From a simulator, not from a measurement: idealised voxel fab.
Process module heading - voxel gate over fins
In the cross-section labelled cut, the width is 225 nm and each square cell is 5 nm.
We lay out every cross-section as a grid of square cells and spell it out in bands from the top down, where one band means one or more rows of cells.
Heights first: top, then bottom, in nm. Then materials, left to right, each with a width in nm. "throughout" on a single material: fills the band edge to edge. "blank": empty space.
Heights from 0 (as-received wafer is one material below). Bottom band endless downward, as "0 and below".
So if you see something like "30 to 40" for the width, read it as the top row of the band sitting at the first number and the bottom row at the second, with every row in between moving by the same amount as the last.
Given "left unchanged" for a step, no cell of the cross-section differs between before and after that step.
The entry "Voids lacking openings" lists the empty spaces that cover at least 8 cells and have no open path to the top. Each is written as width x height at distance, where the distance is measured from the left edge and all three values are in nm.
Formally, on a step line, whatever follows the settings is a remark that the simulator itself makes on the step.
"overlay nm" answers the question of how far to the right of plan the mask lay on a step that has a mask, and when it is negative the answer is to the left.

THE PROCESS STEPS THAT WERE PLANNED ARE LISTED BELOW
1. RECEIVE, material Si
2. CONFORMAL_DEP, material SiN, thk nm 5
3. PATTERN, tone cover, mask id FINS, material resist, width nm 15, pitch nm 40, thk nm 15, overlay nm -15
4. DIRECTIONAL_ETCH, etch materials SiN, depth nm 5
5. DIRECTIONAL_ETCH, etch materials Si, depth nm 40
6. STRIP, etch materials resist
7. OXIDIZE, depth nm 5
8. FILL_DEP, material SiO2, thk nm 10
9. CMP, height nm 5
10. SELECTIVE_ETCH, etch materials SiO2, depth nm 15
11. STRIP, etch materials SiN
12. CONFORMAL_DEP, material HfO2, thk nm 5
13. CONFORMAL_DEP, material TiN, thk nm 5
14. FILL_DEP, material W, thk nm 15
15. CMP, height nm 20
16. CONFORMAL_DEP, material SiCN, thk nm 5
Don't read the plan's overlay nm for step 3 as applying to every wafer: that's the first wafer's value, and the wafers differ in it, though they all start identical.

CUT THROUGH THE FIRST OF SEVERAL WAFERS AS RECEIVED, POST STEP 1
0 and below = Si throughout
Voids lacking openings: none

QUICK LOOK AT THE CROSS-SECTION OF THE FIRST OF SEVERAL WAFERS AFTER STEP 16, WHICH WRAPS UP THE MODULE
25 down to 20 = SiCN throughout
20 down to 10 = W throughout
10 down to 5 = 25 of W; 25 of TiN; 15 of W; 25 of TiN; 15 of W; 25 of TiN; 15 of W; 25 of TiN; 55 of W
5 down to 0 = 25 of W; 5 of TiN; 15 of HfO2; 5 of TiN; 15 of W; 5 of TiN; 15 of HfO2; 5 of TiN; 15 of W; 5 of TiN; 15 of HfO2; 5 of TiN; 15 of W; 5 of TiN; 15 of HfO2; 5 of TiN; 55 of W
0 down to -5 = 30 of TiN; 5 of HfO2; 5 of Si; 5 of HfO2; 25 of TiN; 5 of HfO2; 5 of Si; 5 of HfO2; 25 of TiN; 5 of HfO2; 5 of Si; 5 of HfO2; 25 of TiN; 5 of HfO2; 5 of Si; 5 of HfO2; 60 of TiN
-5 down to -10 = 35 of HfO2; 5 of Si; 35 of HfO2; 5 of Si; 35 of HfO2; 5 of Si; 35 of HfO2; 5 of Si; 65 of HfO2
-10 down to -45 = 35 of SiO2; 5 of Si; 35 of SiO2; 5 of Si; 35 of SiO2; 5 of Si; 35 of SiO2; 5 of Si; 65 of SiO2
-45 and below = Si throughout
Voids lacking openings: none

HERE WE CROSS-SECTIONED THE LAST OF THE WAFERS ONCE THE MODULE WAS DONE
25 down to 20 = SiCN throughout
20 down to 10 = W throughout
10 down to 5 = 55 of W; 25 of TiN; 15 of W; 25 of TiN; 15 of W; 25 of TiN; 15 of W; 25 of TiN; 25 of W
5 down to 0 = 55 of W; 5 of TiN; 15 of HfO2; 5 of TiN; 15 of W; 5 of TiN; 15 of HfO2; 5 of TiN; 15 of W; 5 of TiN; 15 of HfO2; 5 of TiN; 15 of W; 5 of TiN; 15 of HfO2; 5 of TiN; 25 of W
0 down to -5 = 60 of TiN; 5 of HfO2; 5 of Si; 5 of HfO2; 25 of TiN; 5 of HfO2; 5 of Si; 5 of HfO2; 25 of TiN; 5 of HfO2; 5 of Si; 5 of HfO2; 25 of TiN; 5 of HfO2; 5 of Si; 5 of HfO2; 30 of TiN
-5 down to -10 = 65 of HfO2; 5 of Si; 35 of HfO2; 5 of Si; 35 of HfO2; 5 of Si; 35 of HfO2; 5 of Si; 35 of HfO2
-10 down to -45 = 65 of SiO2; 5 of Si; 35 of SiO2; 5 of Si; 35 of SiO2; 5 of Si; 35 of SiO2; 5 of Si; 35 of SiO2
-45 and below = Si throughout
Voids lacking openings: none

THE TABLE BELOW HAS ONE ROW FOR EACH WAFER; A ROW SHOWS, AS OF THE END OF THE MODULE, HOW MANY CELLS OF EACH MATERIAL THE WAFER HAS GAINED, MARKED (+), OR LOST, MARKED (-), SINCE IT WAS RECEIVED, AND THEN THE WAFER'S CLOSED VOIDS
overlay nm -15 | +61 HfO2 | -369 Si | +45 SiCN | +287 SiO2 | +61 TiN | +140 W | Voids lacking openings: none
overlay nm -10 | +61 HfO2 | -369 Si | +45 SiCN | +287 SiO2 | +61 TiN | +140 W | Voids lacking openings: none
overlay nm -5 | +61 HfO2 | -369 Si | +45 SiCN | +287 SiO2 | +61 TiN | +140 W | Voids lacking openings: none
overlay nm 0 | +61 HfO2 | -369 Si | +45 SiCN | +287 SiO2 | +61 TiN | +140 W | Voids lacking openings: none
overlay nm 5 | +61 HfO2 | -369 Si | +45 SiCN | +287 SiO2 | +61 TiN | +140 W | Voids lacking openings: none
overlay nm 10 | +61 HfO2 | -369 Si | +45 SiCN | +287 SiO2 | +61 TiN | +140 W | Voids lacking openings: none
overlay nm 15 | +61 HfO2 | -369 Si | +45 SiCN | +287 SiO2 | +61 TiN | +140 W | Voids lacking openings: none
